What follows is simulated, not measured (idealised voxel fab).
The name of this process module is voxel quadruple lines.
FYI the section here is cut, 300 nm wide, cells are 5 nm squares.
Cross-section layout: square cells on a grid; listed as bands, top to bottom; a band spans one or more cell rows. Quick guide to a band line: top height, bottom height (nm) up front; then every material left to right with its width in nm. Only one material and it's marked "full width"? Then it fills the band edge to edge. And "air" just means empty space. Height 0 is the level under which the wafer as received is all one material. The lowest band goes on downwards, as in "0 nm and below". Width "30..40": first value at the band's top row of cells, second value at its bottom row, equal change from row to row. The designation "nothing changed", where it is given for a processing step, indicates that no cell of the cross-section was altered in the course of that step. What "Entrapped voids" gives you is every empty space of 8 cells or more that is cut off from the top. Each appears as width x height at distance, with the distance taken from the left edge and width, height and distance all in nm. Read whatever lies past the settings on a step's line as the simulator's own remark about the step. "overlay nm" answers the question of how far to the right of plan the mask lay on a step that has a mask, and when it is negative the answer is to the left.

List of planned process steps:
1 RECEIVE: material Si
2 CONFORMAL_DEP: material Al2O3, thk nm 5
3 DIRECTIONAL_DEP: material TiN, thk nm 10
4 DIRECTIONAL_DEP: material polySi, thk nm 15
5 DIRECTIONAL_DEP: material aC, thk nm 25
6 PATTERN: tone cover, mask id MANDREL, material resist, width nm 35, pitch nm 100, thk nm 30, overlay nm 0
7 DIRECTIONAL_ETCH: etch materials aC, depth nm 25
8 STRIP: etch materials resist
9 CONFORMAL_DEP: material SiO2, thk nm 15
10 DIRECTIONAL_ETCH: etch materials SiO2, depth nm 15
11 STRIP: etch materials aC
12 DIRECTIONAL_ETCH: etch materials polySi, depth nm 15
13 STRIP: etch materials SiO2
14 CONFORMAL_DEP: material SiCN, thk nm 10
15 DIRECTIONAL_ETCH: etch materials SiCN, depth nm 10
16 STRIP: etch materials polySi
17 DIRECTIONAL_ETCH: etch materials TiN, depth nm 10
18 STRIP: etch materials SiCN

as received, after step 1:
  0 nm and below  Si full width
  Entrapped voids: none

The plan above was carried out on the starting structure above with one mistake, and this cross-section shows the wafer at the end of the module:
  15 nm to 5 nm  55 nm air  35 nm TiN  15 nm air  35 nm TiN  15 nm air  35 nm TiN  15 nm air  35 nm TiN  60 nm air
  5 nm to 0 nm  Al2O3 full width
  0 nm and below  Si full width
  Entrapped voids: none
Heads up, the wafer didn't run the way we planned it: swap of plan steps 16 and 17 during execution
